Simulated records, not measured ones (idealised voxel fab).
process module | voxel transistor to metal
cross-section cut | 280 nm wide | cells 5 nm
A cross-section is a grid of square cells, given in bands from the top down. A band is one or more rows of cells.
Each band's line starts with the height of the band's top and of its bottom, in nm. Then come its materials from left to right, each with its width in nm. One material with "throughout" fills the band from edge to edge. "air" is empty space.
Height 0 is the level under which the wafer as received is all one material. The lowest band goes on downwards, as in "0 down".
A width such as "30 to 40" changes by the same amount from each row of cells to the next, from the band's top row to its bottom row.
"no change" after a step means that no cell of the cross-section changed.
closed voids: empty space of 8 cells or more with no open way to the top, each as width x height at its distance from the left edge, in nm
after a step's settings: what the simulator itself notes on the step
overlay nm, on a step with a mask: how far to the right of its planned place the mask lay; to the left if negative
Each pair below shows a cross-section before one step and the cross-section after it, down to the lowest band that changed. The line under each pair gives the step between them, with its settings. The pairs can come from different runs of this module on the same starting wafer, so a pair continues from the pair above only where its "before" says so.
before
  25 to 20: TiN 25 | air 10 | TiN 70 | air 10 | TiN 45 | air 10 | TiN 70 | air 10 | TiN 30
  20 to 10: SiO2 20 | TiN 5 | air 10 | TiN 5 | SiO2 60 | TiN 5 | air 10 | TiN 5 | SiO2 35 | TiN 5 | air 10 | TiN 5 | SiO2 60 | TiN 5 | air 10 | TiN 5 | SiO2 25
  10 to 5: SiO2 20 | TiN 5 | air 5 | TiN 10 | SiO2 60 | TiN 10 | air 5 | TiN 5 | SiO2 35 | TiN 5 | air 5 | TiN 10 | SiO2 60 | TiN 10 | air 5 | TiN 5 | SiO2 25
  5 to -5: SiO2 20 | TiN 5 | air 5 | TiN 5 | SiGe 15 | SiN 5 | SiCN 30 | SiN 5 | SiGe 15 | TiN 5 | air 5 | TiN 5 | SiO2 35 | TiN 5 | air 5 | TiN 5 | SiGe 15 | SiN 5 | SiCN 30 | SiN 5 | SiGe 15 | TiN 5 | air 5 | TiN 5 | SiO2 25
  -5 to -10: SiO2 20 | TiN 15 | SiGe 15 | SiO2 40 | SiGe 15 | TiN 15 | SiO2 35 | TiN 15 | SiGe 15 | SiO2 40 | SiGe 15 | TiN 15 | SiO2 25
  -10 to -25: SiO2 15 | SiGe 35 | Si 40 | SiGe 35 | SiO2 25 | SiGe 35 | Si 40 | SiGe 35 | SiO2 20
  -25 to -40: SiO2 15 | Si 110 | SiO2 25 | Si 110 | SiO2 20
  -40 down: Si throughout
  closed voids: none
after
  30 to 25: W throughout
  25 to 20: TiN 25 | W 10 | TiN 70 | W 10 | TiN 45 | W 10 | TiN 70 | W 10 | TiN 30
  20 to 10: SiO2 20 | TiN 5 | W 10 | TiN 5 | SiO2 60 | TiN 5 | W 10 | TiN 5 | SiO2 35 | TiN 5 | W 10 | TiN 5 | SiO2 60 | TiN 5 | W 10 | TiN 5 | SiO2 25
  10 to 5: SiO2 20 | TiN 5 | W 5 | TiN 10 | SiO2 60 | TiN 10 | W 5 | TiN 5 | SiO2 35 | TiN 5 | W 5 | TiN 10 | SiO2 60 | TiN 10 | W 5 | TiN 5 | SiO2 25
  5 to -5: SiO2 20 | TiN 5 | W 5 | TiN 5 | SiGe 15 | SiN 5 | SiCN 30 | SiN 5 | SiGe 15 | TiN 5 | W 5 | TiN 5 | SiO2 35 | TiN 5 | W 5 | TiN 5 | SiGe 15 | SiN 5 | SiCN 30 | SiN 5 | SiGe 15 | TiN 5 | W 5 | TiN 5 | SiO2 25
  below -5: unchanged
  closed voids: none
the step between: op FILL_DEP | material W | thk nm 5
before: the cross-section after the pair above
after
  20 to 10: SiO2 20 | TiN 5 | W 10 | TiN 5 | SiO2 60 | TiN 5 | W 10 | TiN 5 | SiO2 35 | TiN 5 | W 10 | TiN 5 | SiO2 60 | TiN 5 | W 10 | TiN 5 | SiO2 25
  below 10: unchanged
  closed voids: none
the step between: op CMP | height nm 20
before: the cross-section after the pair above
after
  25 to 20: TiN throughout
  below 20: unchanged
  closed voids: none
the step between: op DIRECTIONAL_DEP | material TiN | thk nm 5
before: the cross-section after the pair above
after
  45 to 25: W throughout
  below 25: unchanged
  closed voids: none
the step between: op DIRECTIONAL_DEP | material W | thk nm 20
before: the cross-section after the pair above
after
  65 to 45: air 20 | resist 20 | air 60 | resist 20 | air 35 | resist 20 | air 60 | resist 20 | air 25
  below 45: unchanged
  closed voids: none
the step between: op PATTERN | tone cover | mask id METAL_1 | material resist | width nm 20 | thk nm 20 | overlay nm 0
before: the cross-section after the pair above
after
  65 to 45: air 20 | resist 20 | air 60 | resist 20 | air 35 | resist 20 | air 60 | resist 20 | air 25
  45 to 25: air 20 | W 20 | air 60 | W 20 | air 35 | W 20 | air 60 | W 20 | air 25
  below 25: unchanged
  closed voids: none
the step between: op DIRECTIONAL_ETCH | etch materials W | depth nm 20
before: the cross-section after the pair above
after
  65 to 45: air 20 | resist 20 | air 60 | resist 20 | air 35 | resist 20 | air 60 | resist 20 | air 25
  45 to 25: air 20 | W 20 | air 60 | W 20 | air 35 | W 20 | air 60 | W 20 | air 25
  25 to 20: air 20 | TiN 20 | air 60 | TiN 20 | air 35 | TiN 20 | air 60 | TiN 20 | air 25
  below 20: unchanged
  closed voids: none
the step between: op DIRECTIONAL_ETCH | etch materials TiN | depth nm 5
before: the cross-section after the pair above
after
  45 to 25: air 20 | W 20 | air 60 | W 20 | air 35 | W 20 | air 60 | W 20 | air 25
  below 25: unchanged
  closed voids: none
the step between: op STRIP | etch materials resist
before: the cross-section after the pair above
after
  50 to 45: air 15 | SiCN 30 | air 50 | SiCN 30 | air 25 | SiCN 30 | air 50 | SiCN 30 | air 20
  45 to 25: air 15 | SiCN 5 | W 20 | SiCN 5 | air 50 | SiCN 5 | W 20 | SiCN 5 | air 25 | SiCN 5 | W 20 | SiCN 5 | air 50 | SiCN 5 | W 20 | SiCN 5 | air 20
  25 to 20: SiCN 20 | TiN 20 | SiCN 60 | TiN 20 | SiCN 35 | TiN 20 | SiCN 60 | TiN 20 | SiCN 25
  below 20: unchanged
  closed voids: none
the step between: op CONFORMAL_DEP | material SiCN | thk nm 5
before: the cross-section after the pair above
after
  55 to 50: SiO2 throughout
  50 to 45: SiO2 15 | SiCN 30 | SiO2 50 | SiCN 30 | SiO2 25 | SiCN 30 | SiO2 50 | SiCN 30 | SiO2 20
  45 to 25: SiO2 15 | SiCN 5 | W 20 | SiCN 5 | SiO2 50 | SiCN 5 | W 20 | SiCN 5 | SiO2 25 | SiCN 5 | W 20 | SiCN 5 | SiO2 50 | SiCN 5 | W 20 | SiCN 5 | SiO2 20
  below 25: unchanged
  closed voids: none
the step between: op FILL_DEP | material SiO2 | thk nm 5
before: the cross-section after the pair above
after
  45 to 25: SiO2 15 | SiCN 5 | W 20 | SiCN 5 | SiO2 50 | SiCN 5 | W 20 | SiCN 5 | SiO2 25 | SiCN 5 | W 20 | SiCN 5 | SiO2 50 | SiCN 5 | W 20 | SiCN 5 | SiO2 20
  below 25: unchanged
  closed voids: none
the step between: op CMP | height nm 45
before: the cross-section after the pair above
after
  50 to 45: SiN throughout
  below 45: unchanged
  closed voids: none
the step between: op CONFORMAL_DEP | material SiN | thk nm 5
before
  25 to 15: air 50 | SiN 5 | SiCN 30 | SiN 5 | air 95 | SiN 5 | SiCN 30 | SiN 5 | air 55
  15 to -5: air 50 | SiN 5 | polySi 30 | SiN 5 | air 95 | SiN 5 | polySi 30 | SiN 5 | air 55
  -5 to -10: air 50 | SiO2 40 | air 95 | SiO2 40 | air 55
  -10 to -25: SiO2 15 | air 35 | Si 40 | air 35 | SiO2 25 | air 35 | Si 40 | air 35 | SiO2 20
  -25 to -40: SiO2 15 | Si 110 | SiO2 25 | Si 110 | SiO2 20
  -40 down: Si throughout
  closed voids: none
after
  25 to 15: air 50 | SiN 5 | SiCN 30 | SiN 5 | air 95 | SiN 5 | SiCN 30 | SiN 5 | air 55
  15 to -5: air 50 | SiN 5 | polySi 30 | SiN 5 | air 95 | SiN 5 | polySi 30 | SiN 5 | air 55
  -5 to -10: air 50 | SiO2 40 | air 95 | SiO2 40 | air 55
  -10 to -40: SiO2 15 | air 35 | Si 40 | air 35 | SiO2 25 | air 35 | Si 40 | air 35 | SiO2 20
  below -40: unchanged
  closed voids: none
the step between: op DIRECTIONAL_ETCH | etch materials Si | depth nm 15
before: the cross-section after the pair above
after
  25 to 15: air 50 | SiN 5 | SiCN 30 | SiN 5 | air 95 | SiN 5 | SiCN 30 | SiN 5 | air 55
  15 to 5: air 50 | SiN 5 | polySi 30 | SiN 5 | air 95 | SiN 5 | polySi 30 | SiN 5 | air 55
  5 to -5: air 35 | SiGe 15 | SiN 5 | polySi 30 | SiN 5 | SiGe 15 | air 65 | SiGe 15 | SiN 5 | polySi 30 | SiN 5 | SiGe 15 | air 40
  -5 to -10: air 35 | SiGe 15 | SiO2 40 | SiGe 15 | air 65 | SiGe 15 | SiO2 40 | SiGe 15 | air 40
  -10 to -25: SiO2 15 | air 20 | SiGe 15 | Si 40 | SiGe 15 | air 20 | SiO2 25 | air 20 | SiGe 15 | Si 40 | SiGe 15 | air 20 | SiO2 20
  -25 to -40: SiO2 15 | SiGe 35 | Si 40 | SiGe 35 | SiO2 25 | SiGe 35 | Si 40 | SiGe 35 | SiO2 20
  below -40: unchanged
  closed voids: none
the step between: op EPI | material SiGe | thk nm 15
before: the cross-section after the pair above
after
  35 to 25: SiO2 throughout
  25 to 15: SiO2 50 | SiN 5 | SiCN 30 | SiN 5 | SiO2 95 | SiN 5 | SiCN 30 | SiN 5 | SiO2 55
  15 to 5: SiO2 50 | SiN 5 | polySi 30 | SiN 5 | SiO2 95 | SiN 5 | polySi 30 | SiN 5 | SiO2 55
  5 to -5: SiO2 35 | SiGe 15 | SiN 5 | polySi 30 | SiN 5 | SiGe 15 | SiO2 65 | SiGe 15 | SiN 5 | polySi 30 | SiN 5 | SiGe 15 | SiO2 40
  -5 to -10: SiO2 35 | SiGe 15 | SiO2 40 | SiGe 15 | SiO2 65 | SiGe 15 | SiO2 40 | SiGe 15 | SiO2 40
  -10 to -25: SiO2 35 | SiGe 15 | Si 40 | SiGe 15 | SiO2 65 | SiGe 15 | Si 40 | SiGe 15 | SiO2 40
  below -25: unchanged
  closed voids: none
the step between: op FILL_DEP | material SiO2 | thk nm 10
before: the cross-section after the pair above
after
  15 to 5: SiO2 50 | SiN 5 | polySi 30 | SiN 5 | SiO2 95 | SiN 5 | polySi 30 | SiN 5 | SiO2 55
  below 5: unchanged
  closed voids: none
the step between: op CMP | height nm 15
before: the cross-section after the pair above
after
  15 to 5: SiO2 50 | SiN 5 | air 30 | SiN 5 | SiO2 95 | SiN 5 | air 30 | SiN 5 | SiO2 55
  5 to -5: SiO2 35 | SiGe 15 | SiN 5 | air 30 | SiN 5 | SiGe 15 | SiO2 65 | SiGe 15 | SiN 5 | air 30 | SiN 5 | SiGe 15 | SiO2 40
  below -5: unchanged
  closed voids: none
the step between: op STRIP | etch materials polySi
before: the cross-section after the pair above
after
  15 to 10: air 50 | SiN 5 | air 30 | SiN 5 | air 95 | SiN 5 | air 30 | SiN 5 | air 55
  10 to 5: SiO2 50 | SiN 5 | air 30 | SiN 5 | SiO2 95 | SiN 5 | air 30 | SiN 5 | SiO2 55
  5 to -5: SiO2 35 | SiGe 15 | SiN 5 | air 30 | SiN 5 | SiGe 15 | SiO2 65 | SiGe 15 | SiN 5 | air 30 | SiN 5 | SiGe 15 | SiO2 40
  -5 to -10: SiO2 35 | SiGe 15 | air 40 | SiGe 15 | SiO2 65 | SiGe 15 | air 40 | SiGe 15 | SiO2 40
  below -10: unchanged
  closed voids: none
the step between: op SELECTIVE_ETCH | etch materials SiO2 | depth nm 5
before: the cross-section after the pair above
after
  20 to 15: air 45 | HfO2 15 | air 20 | HfO2 15 | air 85 | HfO2 15 | air 20 | HfO2 15 | air 50
  15 to 10: HfO2 50 | SiN 5 | HfO2 5 | air 20 | HfO2 5 | SiN 5 | HfO2 95 | SiN 5 | HfO2 5 | air 20 | HfO2 5 | SiN 5 | HfO2 55
  10 to 5: SiO2 50 | SiN 5 | HfO2 5 | air 20 | HfO2 5 | SiN 5 | SiO2 95 | SiN 5 | HfO2 5 | air 20 | HfO2 5 | SiN 5 | SiO2 55
  5 to -5: SiO2 35 | SiGe 15 | SiN 5 | HfO2 5 | air 20 | HfO2 5 | SiN 5 | SiGe 15 | SiO2 65 | SiGe 15 | SiN 5 | HfO2 5 | air 20 | HfO2 5 | SiN 5 | SiGe 15 | SiO2 40
  -5 to -10: SiO2 35 | SiGe 15 | HfO2 40 | SiGe 15 | SiO2 65 | SiGe 15 | HfO2 40 | SiGe 15 | SiO2 40
  below -10: unchanged
  closed voids: none
the step between: op CONFORMAL_DEP | material HfO2 | thk nm 5
before: the cross-section after the pair above
after
  25 to 20: air 40 | TiN 25 | air 10 | TiN 25 | air 75 | TiN 25 | air 10 | TiN 25 | air 45
  20 to 15: TiN 45 | HfO2 15 | TiN 5 | air 10 | TiN 5 | HfO2 15 | TiN 85 | HfO2 15 | TiN 5 | air 10 | TiN 5 | HfO2 15 | TiN 50
  15 to 10: HfO2 50 | SiN 5 | HfO2 5 | TiN 5 | air 10 | TiN 5 | HfO2 5 | SiN 5 | HfO2 95 | SiN 5 | HfO2 5 | TiN 5 | air 10 | TiN 5 | HfO2 5 | SiN 5 | HfO2 55
  10 to 5: SiO2 50 | SiN 5 | HfO2 5 | TiN 5 | air 10 | TiN 5 | HfO2 5 | SiN 5 | SiO2 95 | SiN 5 | HfO2 5 | TiN 5 | air 10 | TiN 5 | HfO2 5 | SiN 5 | SiO2 55
  5 to 0: SiO2 35 | SiGe 15 | SiN 5 | HfO2 5 | TiN 5 | air 10 | TiN 5 | HfO2 5 | SiN 5 | SiGe 15 | SiO2 65 | SiGe 15 | SiN 5 | HfO2 5 | TiN 5 | air 10 | TiN 5 | HfO2 5 | SiN 5 | SiGe 15 | SiO2 40
  0 to -5: SiO2 35 | SiGe 15 | SiN 5 | HfO2 5 | TiN 20 | HfO2 5 | SiN 5 | SiGe 15 | SiO2 65 | SiGe 15 | SiN 5 | HfO2 5 | TiN 20 | HfO2 5 | SiN 5 | SiGe 15 | SiO2 40
  below -5: unchanged
  closed voids: none
the step between: op CONFORMAL_DEP | material TiN | thk nm 5
before: the cross-section after the pair above
after
  30 to 25: W throughout
  25 to 20: W 40 | TiN 25 | W 10 | TiN 25 | W 75 | TiN 25 | W 10 | TiN 25 | W 45
  20 to 15: TiN 45 | HfO2 15 | TiN 5 | W 10 | TiN 5 | HfO2 15 | TiN 85 | HfO2 15 | TiN 5 | W 10 | TiN 5 | HfO2 15 | TiN 50
  15 to 10: HfO2 50 | SiN 5 | HfO2 5 | TiN 5 | W 10 | TiN 5 | HfO2 5 | SiN 5 | HfO2 95 | SiN 5 | HfO2 5 | TiN 5 | W 10 | TiN 5 | HfO2 5 | SiN 5 | HfO2 55
  10 to 5: SiO2 50 | SiN 5 | HfO2 5 | TiN 5 | W 10 | TiN 5 | HfO2 5 | SiN 5 | SiO2 95 | SiN 5 | HfO2 5 | TiN 5 | W 10 | TiN 5 | HfO2 5 | SiN 5 | SiO2 55
  5 to 0: SiO2 35 | SiGe 15 | SiN 5 | HfO2 5 | TiN 5 | W 10 | TiN 5 | HfO2 5 | SiN 5 | SiGe 15 | SiO2 65 | SiGe 15 | SiN 5 | HfO2 5 | TiN 5 | W 10 | TiN 5 | HfO2 5 | SiN 5 | SiGe 15 | SiO2 40
  below 0: unchanged
  closed voids: none
the step between: op FILL_DEP | material W | thk nm 5
before: the cross-section after the pair above
after
  10 to 5: SiO2 50 | SiN 5 | HfO2 5 | TiN 5 | W 10 | TiN 5 | HfO2 5 | SiN 5 | SiO2 95 | SiN 5 | HfO2 5 | TiN 5 | W 10 | TiN 5 | HfO2 5 | SiN 5 | SiO2 55
  below 5: unchanged
  closed voids: none
the step between: op CMP | height nm 10
before: the cross-section after the pair above
after
  20 to 10: SiO2 throughout
  below 10: unchanged
  closed voids: none
the step between: op DIRECTIONAL_DEP | material SiO2 | thk nm 10
before: the cross-section after the pair above
after
  20 to 10: SiO2 20 | air 20 | SiO2 60 | air 20 | SiO2 35 | air 20 | SiO2 60 | air 20 | SiO2 25
  10 to 5: SiO2 20 | air 20 | SiO2 10 | SiN 5 | HfO2 5 | TiN 5 | W 10 | TiN 5 | HfO2 5 | SiN 5 | SiO2 10 | air 20 | SiO2 35 | air 20 | SiO2 10 | SiN 5 | HfO2 5 | TiN 5 | W 10 | TiN 5 | HfO2 5 | SiN 5 | SiO2 10 | air 20 | SiO2 25
  5 to 0: SiO2 20 | air 15 | SiGe 15 | SiN 5 | HfO2 5 | TiN 5 | W 10 | TiN 5 | HfO2 5 | SiN 5 | SiGe 15 | air 15 | SiO2 35 | air 15 | SiGe 15 | SiN 5 | HfO2 5 | TiN 5 | W 10 | TiN 5 | HfO2 5 | SiN 5 | SiGe 15 | air 15 | SiO2 25
  0 to -5: SiO2 20 | air 15 | SiGe 15 | SiN 5 | HfO2 5 | TiN 20 | HfO2 5 | SiN 5 | SiGe 15 | air 15 | SiO2 35 | air 15 | SiGe 15 | SiN 5 | HfO2 5 | TiN 20 | HfO2 5 | SiN 5 | SiGe 15 | air 15 | SiO2 25
  -5 to -10: SiO2 20 | air 15 | SiGe 15 | HfO2 40 | SiGe 15 | air 15 | SiO2 35 | air 15 | SiGe 15 | HfO2 40 | SiGe 15 | air 15 | SiO2 25
  below -10: unchanged
  closed voids: none
the step between: op MASKED_ETCH | tone open | mask id CONTACT | width nm 20 | etch materials SiO2 | depth nm 30 | overlay nm 0
before: the cross-section after the pair above
after
  25 to 20: TiN 25 | air 10 | TiN 70 | air 10 | TiN 45 | air 10 | TiN 70 | air 10 | TiN 30
  20 to 10: SiO2 20 | TiN 5 | air 10 | TiN 5 | SiO2 60 | TiN 5 | air 10 | TiN 5 | SiO2 35 | TiN 5 | air 10 | TiN 5 | SiO2 60 | TiN 5 | air 10 | TiN 5 | SiO2 25
  10 to 5: SiO2 20 | TiN 5 | air 5 | TiN 10 | SiO2 10 | SiN 5 | HfO2 5 | TiN 5 | W 10 | TiN 5 | HfO2 5 | SiN 5 | SiO2 10 | TiN 10 | air 5 | TiN 5 | SiO2 35 | TiN 5 | air 5 | TiN 10 | SiO2 10 | SiN 5 | HfO2 5 | TiN 5 | W 10 | TiN 5 | HfO2 5 | SiN 5 | SiO2 10 | TiN 10 | air 5 | TiN 5 | SiO2 25
  5 to 0: SiO2 20 | TiN 5 | air 5 | TiN 5 | SiGe 15 | SiN 5 | HfO2 5 | TiN 5 | W 10 | TiN 5 | HfO2 5 | SiN 5 | SiGe 15 | TiN 5 | air 5 | TiN 5 | SiO2 35 | TiN 5 | air 5 | TiN 5 | SiGe 15 | SiN 5 | HfO2 5 | TiN 5 | W 10 | TiN 5 | HfO2 5 | SiN 5 | SiGe 15 | TiN 5 | air 5 | TiN 5 | SiO2 25
  0 to -5: SiO2 20 | TiN 5 | air 5 | TiN 5 | SiGe 15 | SiN 5 | HfO2 5 | TiN 20 | HfO2 5 | SiN 5 | SiGe 15 | TiN 5 | air 5 | TiN 5 | SiO2 35 | TiN 5 | air 5 | TiN 5 | SiGe 15 | SiN 5 | HfO2 5 | TiN 20 | HfO2 5 | SiN 5 | SiGe 15 | TiN 5 | air 5 | TiN 5 | SiO2 25
  -5 to -10: SiO2 20 | TiN 15 | SiGe 15 | HfO2 40 | SiGe 15 | TiN 15 | SiO2 35 | TiN 15 | SiGe 15 | HfO2 40 | SiGe 15 | TiN 15 | SiO2 25
  below -10: unchanged
  closed voids: none
the step between: op CONFORMAL_DEP | material TiN | thk nm 5
before: the cross-section after the pair above
after
  30 to 25: W throughout
  25 to 20: TiN 25 | W 10 | TiN 70 | W 10 | TiN 45 | W 10 | TiN 70 | W 10 | TiN 30
  20 to 10: SiO2 20 | TiN 5 | W 10 | TiN 5 | SiO2 60 | TiN 5 | W 10 | TiN 5 | SiO2 35 | TiN 5 | W 10 | TiN 5 | SiO2 60 | TiN 5 | W 10 | TiN 5 | SiO2 25
  10 to 5: SiO2 20 | TiN 5 | W 5 | TiN 10 | SiO2 10 | SiN 5 | HfO2 5 | TiN 5 | W 10 | TiN 5 | HfO2 5 | SiN 5 | SiO2 10 | TiN 10 | W 5 | TiN 5 | SiO2 35 | TiN 5 | W 5 | TiN 10 | SiO2 10 | SiN 5 | HfO2 5 | TiN 5 | W 10 | TiN 5 | HfO2 5 | SiN 5 | SiO2 10 | TiN 10 | W 5 | TiN 5 | SiO2 25
  5 to 0: SiO2 20 | TiN 5 | W 5 | TiN 5 | SiGe 15 | SiN 5 | HfO2 5 | TiN 5 | W 10 | TiN 5 | HfO2 5 | SiN 5 | SiGe 15 | TiN 5 | W 5 | TiN 5 | SiO2 35 | TiN 5 | W 5 | TiN 5 | SiGe 15 | SiN 5 | HfO2 5 | TiN 5 | W 10 | TiN 5 | HfO2 5 | SiN 5 | SiGe 15 | TiN 5 | W 5 | TiN 5 | SiO2 25
  0 to -5: SiO2 20 | TiN 5 | W 5 | TiN 5 | SiGe 15 | SiN 5 | HfO2 5 | TiN 20 | HfO2 5 | SiN 5 | SiGe 15 | TiN 5 | W 5 | TiN 5 | SiO2 35 | TiN 5 | W 5 | TiN 5 | SiGe 15 | SiN 5 | HfO2 5 | TiN 20 | HfO2 5 | SiN 5 | SiGe 15 | TiN 5 | W 5 | TiN 5 | SiO2 25
  below -5: unchanged
  closed voids: none
the step between: op FILL_DEP | material W | thk nm 5
before: the cross-section after the pair above
after
  20 to 10: SiO2 20 | TiN 5 | W 10 | TiN 5 | SiO2 60 | TiN 5 | W 10 | TiN 5 | SiO2 35 | TiN 5 | W 10 | TiN 5 | SiO2 60 | TiN 5 | W 10 | TiN 5 | SiO2 25
  below 10: unchanged
  closed voids: none
the step between: op CMP | height nm 20
before: the cross-section after the pair above
after
  25 to 20: TiN throughout
  below 20: unchanged
  closed voids: none
the step between: op DIRECTIONAL_DEP | material TiN | thk nm 5
before: the cross-section after the pair above
after
  45 to 25: W throughout
  below 25: unchanged
  closed voids: none
the step between: op DIRECTIONAL_DEP | material W | thk nm 20
before: the cross-section after the pair above
after
  65 to 45: air 20 | resist 20 | air 60 | resist 20 | air 35 | resist 20 | air 60 | resist 20 | air 25
  below 45: unchanged
  closed voids: none
the step between: op PATTERN | tone cover | mask id METAL_1 | material resist | width nm 20 | thk nm 20 | overlay nm 0
before: the cross-section after the pair above
after
  65 to 45: air 20 | resist 20 | air 60 | resist 20 | air 35 | resist 20 | air 60 | resist 20 | air 25
  45 to 25: air 20 | W 20 | air 60 | W 20 | air 35 | W 20 | air 60 | W 20 | air 25
  below 25: unchanged
  closed voids: none
the step between: op DIRECTIONAL_ETCH | etch materials W | depth nm 20
before: the cross-section after the pair above
after
  65 to 45: air 20 | resist 20 | air 60 | resist 20 | air 35 | resist 20 | air 60 | resist 20 | air 25
  45 to 25: air 20 | W 20 | air 60 | W 20 | air 35 | W 20 | air 60 | W 20 | air 25
  25 to 20: air 20 | TiN 20 | air 60 | TiN 20 | air 35 | TiN 20 | air 60 | TiN 20 | air 25
  below 20: unchanged
  closed voids: none
the step between: op DIRECTIONAL_ETCH | etch materials TiN | depth nm 5
before: the cross-section after the pair above
after
  45 to 25: air 20 | W 20 | air 60 | W 20 | air 35 | W 20 | air 60 | W 20 | air 25
  below 25: unchanged
  closed voids: none
the step between: op STRIP | etch materials resist
before: the cross-section after the pair above
after
  50 to 45: air 15 | SiCN 30 | air 50 | SiCN 30 | air 25 | SiCN 30 | air 50 | SiCN 30 | air 20
  45 to 25: air 15 | SiCN 5 | W 20 | SiCN 5 | air 50 | SiCN 5 | W 20 | SiCN 5 | air 25 | SiCN 5 | W 20 | SiCN 5 | air 50 | SiCN 5 | W 20 | SiCN 5 | air 20
  25 to 20: SiCN 20 | TiN 20 | SiCN 60 | TiN 20 | SiCN 35 | TiN 20 | SiCN 60 | TiN 20 | SiCN 25
  below 20: unchanged
  closed voids: none
the step between: op CONFORMAL_DEP | material SiCN | thk nm 5
before: the cross-section after the pair above
after
  55 to 50: SiO2 throughout
  50 to 45: SiO2 15 | SiCN 30 | SiO2 50 | SiCN 30 | SiO2 25 | SiCN 30 | SiO2 50 | SiCN 30 | SiO2 20
  45 to 25: SiO2 15 | SiCN 5 | W 20 | SiCN 5 | SiO2 50 | SiCN 5 | W 20 | SiCN 5 | SiO2 25 | SiCN 5 | W 20 | SiCN 5 | SiO2 50 | SiCN 5 | W 20 | SiCN 5 | SiO2 20
  below 25: unchanged
  closed voids: none
the step between: op FILL_DEP | material SiO2 | thk nm 5
before: the cross-section after the pair above
after
  45 to 25: SiO2 15 | SiCN 5 | W 20 | SiCN 5 | SiO2 50 | SiCN 5 | W 20 | SiCN 5 | SiO2 25 | SiCN 5 | W 20 | SiCN 5 | SiO2 50 | SiCN 5 | W 20 | SiCN 5 | SiO2 20
  below 25: unchanged
  closed voids: none
the step between: op CMP | height nm 45
before: the cross-section after the pair above
after
  50 to 45: SiN throughout
  below 45: unchanged
  closed voids: none
the step between: op CONFORMAL_DEP | material SiN | thk nm 5
before
  15 to 10: air 50 | SiN 5 | air 30 | SiN 5 | air 95 | SiN 5 | air 30 | SiN 5 | air 55
  10 to 5: SiO2 50 | SiN 5 | air 30 | SiN 5 | SiO2 95 | SiN 5 | air 30 | SiN 5 | SiO2 55
  5 to -5: SiO2 35 | SiGe 15 | SiN 5 | air 30 | SiN 5 | SiGe 15 | SiO2 65 | SiGe 15 | SiN 5 | air 30 | SiN 5 | SiGe 15 | SiO2 40
  -5 to -10: SiO2 35 | SiGe 15 | air 40 | SiGe 15 | SiO2 65 | SiGe 15 | air 40 | SiGe 15 | SiO2 40
  -10 to -25: SiO2 15 | SiGe 35 | Si 40 | SiGe 35 | SiO2 25 | SiGe 35 | Si 40 | SiGe 35 | SiO2 20
  -25 to -40: SiO2 15 | Si 110 | SiO2 25 | Si 110 | SiO2 20
  -40 down: Si throughout
  closed voids: none
after
  20 to 15: air 45 | TiN 15 | air 20 | TiN 15 | air 85 | TiN 15 | air 20 | TiN 15 | air 50
  15 to 10: TiN 50 | SiN 5 | TiN 5 | air 20 | TiN 5 | SiN 5 | TiN 95 | SiN 5 | TiN 5 | air 20 | TiN 5 | SiN 5 | TiN 55
  10 to 5: SiO2 50 | SiN 5 | TiN 5 | air 20 | TiN 5 | SiN 5 | SiO2 95 | SiN 5 | TiN 5 | air 20 | TiN 5 | SiN 5 | SiO2 55
  5 to -5: SiO2 35 | SiGe 15 | SiN 5 | TiN 5 | air 20 | TiN 5 | SiN 5 | SiGe 15 | SiO2 65 | SiGe 15 | SiN 5 | TiN 5 | air 20 | TiN 5 | SiN 5 | SiGe 15 | SiO2 40
  -5 to -10: SiO2 35 | SiGe 15 | TiN 40 | SiGe 15 | SiO2 65 | SiGe 15 | TiN 40 | SiGe 15 | SiO2 40
  below -10: unchanged
  closed voids: none
the step between: op CONFORMAL_DEP | material TiN | thk nm 5
before: the cross-section after the pair above
after
  25 to 20: air 40 | HfO2 25 | air 10 | HfO2 25 | air 75 | HfO2 25 | air 10 | HfO2 25 | air 45
  20 to 15: HfO2 45 | TiN 15 | HfO2 5 | air 10 | HfO2 5 | TiN 15 | HfO2 85 | TiN 15 | HfO2 5 | air 10 | HfO2 5 | TiN 15 | HfO2 50
  15 to 10: TiN 50 | SiN 5 | TiN 5 | HfO2 5 | air 10 | HfO2 5 | TiN 5 | SiN 5 | TiN 95 | SiN 5 | TiN 5 | HfO2 5 | air 10 | HfO2 5 | TiN 5 | SiN 5 | TiN 55
  10 to 5: SiO2 50 | SiN 5 | TiN 5 | HfO2 5 | air 10 | HfO2 5 | TiN 5 | SiN 5 | SiO2 95 | SiN 5 | TiN 5 | HfO2 5 | air 10 | HfO2 5 | TiN 5 | SiN 5 | SiO2 55
  5 to 0: SiO2 35 | SiGe 15 | SiN 5 | TiN 5 | HfO2 5 | air 10 | HfO2 5 | TiN 5 | SiN 5 | SiGe 15 | SiO2 65 | SiGe 15 | SiN 5 | TiN 5 | HfO2 5 | air 10 | HfO2 5 | TiN 5 | SiN 5 | SiGe 15 | SiO2 40
  0 to -5: SiO2 35 | SiGe 15 | SiN 5 | TiN 5 | HfO2 20 | TiN 5 | SiN 5 | SiGe 15 | SiO2 65 | SiGe 15 | SiN 5 | TiN 5 | HfO2 20 | TiN 5 | SiN 5 | SiGe 15 | SiO2 40
  below -5: unchanged
  closed voids: none
the step between: op CONFORMAL_DEP | material HfO2 | thk nm 5
before: the cross-section after the pair above
after
  30 to 25: W throughout
  25 to 20: W 40 | HfO2 25 | W 10 | HfO2 25 | W 75 | HfO2 25 | W 10 | HfO2 25 | W 45
  20 to 15: HfO2 45 | TiN 15 | HfO2 5 | W 10 | HfO2 5 | TiN 15 | HfO2 85 | TiN 15 | HfO2 5 | W 10 | HfO2 5 | TiN 15 | HfO2 50
  15 to 10: TiN 50 | SiN 5 | TiN 5 | HfO2 5 | W 10 | HfO2 5 | TiN 5 | SiN 5 | TiN 95 | SiN 5 | TiN 5 | HfO2 5 | W 10 | HfO2 5 | TiN 5 | SiN 5 | TiN 55
  10 to 5: SiO2 50 | SiN 5 | TiN 5 | HfO2 5 | W 10 | HfO2 5 | TiN 5 | SiN 5 | SiO2 95 | SiN 5 | TiN 5 | HfO2 5 | W 10 | HfO2 5 | TiN 5 | SiN 5 | SiO2 55
  5 to 0: SiO2 35 | SiGe 15 | SiN 5 | TiN 5 | HfO2 5 | W 10 | HfO2 5 | TiN 5 | SiN 5 | SiGe 15 | SiO2 65 | SiGe 15 | SiN 5 | TiN 5 | HfO2 5 | W 10 | HfO2 5 | TiN 5 | SiN 5 | SiGe 15 | SiO2 40
  below 0: unchanged
  closed voids: none
the step between: op FILL_DEP | material W | thk nm 5
before: the cross-section after the pair above
after
  10 to 5: SiO2 50 | SiN 5 | TiN 5 | HfO2 5 | W 10 | HfO2 5 | TiN 5 | SiN 5 | SiO2 95 | SiN 5 | TiN 5 | HfO2 5 | W 10 | HfO2 5 | TiN 5 | SiN 5 | SiO2 55
  below 5: unchanged
  closed voids: none
the step between: op CMP | height nm 10
before: the cross-section after the pair above
after
  20 to 10: SiO2 throughout
  below 10: unchanged
  closed voids: none
the step between: op DIRECTIONAL_DEP | material SiO2 | thk nm 10
